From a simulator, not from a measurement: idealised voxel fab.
You're looking at the process module voxel wiring stack.
Square cell edge 5 nm, section width 260 nm, ID cut.
Cross-sections here: square-cell grids, written as top-down lists of bands, a band being one or more rows of cells. A band entry consists of two parts. The first gives the height of the band's top and the height of its bottom, in nm. The rest lists the band's materials from left to right, each with its width in nm. A single material labelled with the word "everywhere" fills the band from edge to edge, and the word "empty" marks empty space. Note: height 0 marks the level under which the wafer is uniformly one material as received. Lowest band unbounded below, written "0 down". With a width like "30->40", each row of cells in the band differs from the next by the same amount, the top row carrying the first number and the bottom row the second. "no change occurred" (step): cross-section cells unchanged, all of them. Empty spaces without an open route to the top, at least 8 cells in extent, make up the entry "Catalogued sealed voids"; each is given as width x height at distance, where the distance is measured from the left edge, and all are in nm. Anything after a step's settings on that line? It's the simulator's own note about the step. The line of a step may include "overlay nm". On a step with a mask, this value is how far to the right of its planned place the mask lay. A negative value means the mask lay to the left.
Intended process steps:
step 1: RECEIVE (material Si)
step 2: CONFORMAL_DEP (material SiO2; thk nm 10)
step 3: DIRECTIONAL_DEP (material TiN; thk nm 5)
step 4: DIRECTIONAL_DEP (material W; thk nm 25)
step 5: MASKED_ETCH (tone cover; mask id METAL_1; width nm 25; pitch nm 40; etch materials W; depth nm 25; overlay nm 0)
step 6: MASKED_ETCH (tone cover; mask id METAL_1; width nm 25; pitch nm 40; etch materials TiN; depth nm 5; overlay nm 0)
step 7: FILL_DEP (material lowk; thk nm 5)
step 8: CMP (height nm 40)
step 9: CONFORMAL_DEP (material SiCN; thk nm 5)
step 10: DIRECTIONAL_DEP (material SiO2; thk nm 10)
step 11: PATTERN (tone open; mask id PLUG_1; material resist; width nm 15; pitch nm 40; thk nm 15; overlay nm 0)
step 12: DIRECTIONAL_ETCH (etch materials SiO2; depth nm 10)
step 13: DIRECTIONAL_ETCH (etch materials SiCN; depth nm 5)
step 14: STRIP (etch materials resist)
step 15: CONFORMAL_DEP (material TiN; thk nm 5)
step 16: FILL_DEP (material Ru; thk nm 10)
step 17: CMP (height nm 55)
step 18: DIRECTIONAL_DEP (material TiN; thk nm 5)
step 19: DIRECTIONAL_DEP (material Ru; thk nm 25)
step 20: DIRECTIONAL_DEP (material aC; thk nm 15)
step 21: PATTERN (tone cover; mask id METAL_2; material resist; width nm 25; pitch nm 40; thk nm 35; overlay nm 0)
step 22: DIRECTIONAL_ETCH (etch materials aC; depth nm 15)
step 23: STRIP (etch materials resist)
step 24: DIRECTIONAL_ETCH (etch materials Ru; depth nm 25)
step 25: DIRECTIONAL_ETCH (etch materials TiN; depth nm 5)
step 26: STRIP (etch materials aC)
step 27: CONFORMAL_DEP (material SiCN; thk nm 5)
step 28: FILL_DEP (material SiO2; thk nm 5)
step 29: CMP (height nm 85)
step 30: CONFORMAL_DEP (material SiCN; thk nm 5)
step 31: DIRECTIONAL_DEP (material lowk; thk nm 20)
step 32: PATTERN (tone open; mask id PLUG_2; material resist; width nm 15; pitch nm 80; thk nm 20; overlay nm 0)
step 33: DIRECTIONAL_ETCH (etch materials lowk; depth nm 20)
step 34: DIRECTIONAL_ETCH (etch materials SiCN; depth nm 5)
step 35: STRIP (etch materials resist)
step 36: CONFORMAL_DEP (material TiN; thk nm 5)
step 37: FILL_DEP (material Ru; thk nm 5)
step 38: CMP (height nm 110)
step 39: CONFORMAL_DEP (material SiN; thk nm 5)
step 40: DIRECTIONAL_DEP (material SiO2; thk nm 15)
step 41: MASKED_ETCH (tone open; mask id METAL_3; width nm 25; pitch nm 40; etch materials SiO2; depth nm 15; overlay nm 0)
step 42: MASKED_ETCH (tone open; mask id METAL_3; width nm 25; pitch nm 40; etch materials SiN; depth nm 5; overlay nm 0)
step 43: CONFORMAL_DEP (material TiN; thk nm 5)
step 44: FILL_DEP (material Cu; thk nm 5)
step 45: CMP (height nm 130)
step 46: CONFORMAL_DEP (material SiCN; thk nm 5)
Cross-sectional view of the wafer in its as-received condition, corresponding to the state after step 1:
- 0 down: Si everywhere
- Catalogued sealed voids: none
What the wafer looks like in cross-section after this module, when it starts as shown above and follows the plan above but one mistake is made in running it:
- 135 to 130: SiCN everywhere
- 130 to 115: SiO2=55  TiN=5  Cu=15  TiN=5  SiO2=15  TiN=5  Cu=15  TiN=5  SiO2=15  TiN=5  Cu=15  TiN=5  SiO2=15  TiN=5  Cu=15  TiN=5  SiO2=60
- 115 to 110: SiN=55  TiN=25  SiN=15  TiN=25  SiN=15  TiN=25  SiN=15  TiN=25  SiN=60
- 110 to 90: lowk=60  TiN=5  Ru=5  TiN=5  lowk=65  TiN=5  Ru=5  TiN=5  lowk=105
- 90 to 85: SiCN=60  TiN=15  SiCN=65  TiN=15  SiCN=105
- 85 to 60: SiO2=50  SiCN=5  Ru=25  SiCN=5  SiO2=5  SiCN=5  Ru=25  SiCN=5  SiO2=5  SiCN=5  Ru=25  SiCN=5  SiO2=5  SiCN=5  Ru=25  SiCN=5  SiO2=55
- 60 to 55: SiCN=55  TiN=25  SiCN=15  TiN=25  SiCN=15  TiN=25  SiCN=15  TiN=25  SiCN=60
- 55 to 45: SiO2=55  TiN=5  Ru=5  TiN=5  SiO2=25  TiN=5  Ru=5  TiN=5  SiO2=25  TiN=5  Ru=5  TiN=5  SiO2=25  TiN=5  Ru=5  TiN=5  SiO2=70
- 45 to 40: SiCN=55  TiN=15  SiCN=25  TiN=15  SiCN=25  TiN=15  SiCN=25  TiN=15  SiCN=70
- 40 to 15: lowk=55  W=25  lowk=15  W=25  lowk=15  W=25  lowk=15  W=25  lowk=60
- 15 to 10: lowk=55  TiN=25  lowk=15  TiN=25  lowk=15  TiN=25  lowk=15  TiN=25  lowk=60
- 10 to 0: SiO2 everywhere
- 0 down: Si everywhere
- Catalogued sealed voids: none
Heads up, the wafer didn't run the way we planned it: contrary to plan, step 32 was performed as PATTERN (tone open; mask id PLUG_2; material resist; width nm 15; pitch nm 80; thk nm 20; overlay nm 5)
